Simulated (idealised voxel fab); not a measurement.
The process module that follows is named voxel self aligned contacts.
The width of the displayed cross-section, cut, is 235 nm; its cells are square, with a size of 5 nm.
If you're reading a cross-section in this doc, picture square cells in a grid; it comes to you as bands, top ones listed first down to the bottom, and a band can be one or more rows of cells.
It is stipulated that each band's entry specify, in nanometres, the height of the top of the band and then that of its bottom, followed by the materials of the band in left-to-right sequence, each together with its width in nanometres. A single material marked by the word "all across" is understood to fill the band from edge to edge; the word "blank" is understood to denote empty space.
The reference from which all heights are counted is 0, the level beneath which the as-received wafer is entirely one material; the lowest band, having no lower bound, proceeds downward and is written after the example "0..down".
Width "30..40": first value at the band's top row of cells, second value at its bottom row, equal change from row to row.
The cross-section has no changed cell in any step marked "everything unchanged".
"Trapped void list" means: voids of 8 cells or more that are shut off from the top with no open way through. Written width x height at distance, distance from the left edge, in nm.
The remark found on a step's line after its settings is issued by the simulator itself and pertains to that step.
The "overlay nm" setting may appear on a step's line; for a step that uses a mask, it gives how far to the right of its planned position the mask lay, and a negative value indicates the left.
-- Planned step list for the process
1 RECEIVE, material Si
2 OXIDIZE, depth nm 5
3 DIRECTIONAL_DEP, material polySi, thk nm 25
4 DIRECTIONAL_DEP, material SiN, thk nm 15
5 PATTERN, tone cover, mask id GATE, material resist, width nm 25, pitch nm 50, thk nm 20, overlay nm 0
6 DIRECTIONAL_ETCH, etch materials SiN, depth nm 15
7 DIRECTIONAL_ETCH, etch materials polySi, depth nm 25
8 STRIP, etch materials resist
9 CONFORMAL_DEP, material SiN, thk nm 5
10 DIRECTIONAL_ETCH, etch materials SiN, depth nm 5
11 FILL_DEP, material SiO2, thk nm 20
12 CMP, height nm 50
13 DIRECTIONAL_DEP, material aC, thk nm 10
14 PATTERN, tone open, mask id CONTACT, material resist, width nm 35, pitch nm 50, thk nm 30, overlay nm -15
15 DIRECTIONAL_ETCH, etch materials aC, depth nm 10
16 STRIP, etch materials resist
17 DIRECTIONAL_ETCH, etch materials SiO2, depth nm 55
18 STRIP, etch materials aC
19 CONFORMAL_DEP, material TiN, thk nm 5
20 FILL_DEP, material Ru, thk nm 10
21 CMP, height nm 50
22 CONFORMAL_DEP, material SiCN, thk nm 5
For this document, wafers share an identical start and vary in the step 14 overlay nm; the plan quotes the first wafer's value.
-- First of several wafers, received after step 1, in cross-section
	0..down = Si all across
	Trapped void list: none
-- The figure below presents a cross-section of the first of several wafers at the conclusion of the module, following its last step, step 22
	55..50 = SiCN all across
	50..45 = 60 nm SiO2 / 5 nm TiN / 25 nm Ru / 5 nm TiN / 15 nm SiO2 / 5 nm TiN / 25 nm Ru / 5 nm TiN / 90 nm SiO2
	45..40 = 60 nm SiO2 / 35 nm TiN / 15 nm SiO2 / 35 nm TiN / 90 nm SiO2
	40..25 = 50 nm SiO2 / 35 nm SiN / 10 nm TiN / 5 nm SiO2 / 35 nm SiN / 10 nm TiN / 5 nm SiO2 / 35 nm SiN / 50 nm SiO2
	25..0 = 50 nm SiO2 / 5 nm SiN / 25 nm polySi / 5 nm SiN / 10 nm TiN / 5 nm SiO2 / 5 nm SiN / 25 nm polySi / 5 nm SiN / 10 nm TiN / 5 nm SiO2 / 5 nm SiN / 25 nm polySi / 5 nm SiN / 50 nm SiO2
	0..-5 = 85 nm SiO2 / 10 nm TiN / 40 nm SiO2 / 10 nm TiN / 90 nm SiO2
	-5..down = Si all across
	Trapped void list: none
-- Of the several wafers, the last: cross-section at the end of the module
	55..50 = SiCN all across
	50..45 = 90 nm SiO2 / 5 nm TiN / 25 nm Ru / 5 nm TiN / 15 nm SiO2 / 5 nm TiN / 25 nm Ru / 5 nm TiN / 60 nm SiO2
	45..40 = 90 nm SiO2 / 35 nm TiN / 15 nm SiO2 / 35 nm TiN / 60 nm SiO2
	40..25 = 50 nm SiO2 / 35 nm SiN / 5 nm SiO2 / 10 nm TiN / 35 nm SiN / 5 nm SiO2 / 10 nm TiN / 35 nm SiN / 50 nm SiO2
	25..0 = 50 nm SiO2 / 5 nm SiN / 25 nm polySi / 5 nm SiN / 5 nm SiO2 / 10 nm TiN / 5 nm SiN / 25 nm polySi / 5 nm SiN / 5 nm SiO2 / 10 nm TiN / 5 nm SiN / 25 nm polySi / 5 nm SiN / 50 nm SiO2
	0..-5 = 90 nm SiO2 / 10 nm TiN / 40 nm SiO2 / 10 nm TiN / 85 nm SiO2
	-5..down = Si all across
	Trapped void list: none
-- Note: the following table is arranged by wafer, a row apiece. Each row reports the end-of-module state: per material, cells gained (+) or cells lost (-) compared with the wafer as received; closed voids follow
overlay nm -15 | +10 Ru | -47 Si | +47 SiCN | +93 SiN | +285 SiO2 | +54 TiN | +75 polySi | Trapped void list: none
overlay nm -10 | +28 Ru | -47 Si | +47 SiCN | +93 SiN | +267 SiO2 | +54 TiN | +75 polySi | Trapped void list: none
overlay nm -5 | +28 Ru | -47 Si | +47 SiCN | +93 SiN | +267 SiO2 | +54 TiN | +75 polySi | Trapped void list: none
overlay nm 0 | +28 Ru | -47 Si | +47 SiCN | +93 SiN | +267 SiO2 | +54 TiN | +75 polySi | Trapped void list: none
overlay nm 5 | +28 Ru | -47 Si | +47 SiCN | +93 SiN | +267 SiO2 | +54 TiN | +75 polySi | Trapped void list: none
overlay nm 10 | +28 Ru | -47 Si | +47 SiCN | +93 SiN | +267 SiO2 | +54 TiN | +75 polySi | Trapped void list: none
overlay nm 15 | +10 Ru | -47 Si | +47 SiCN | +93 SiN | +285 SiO2 | +54 TiN | +75 polySi | Trapped void list: none
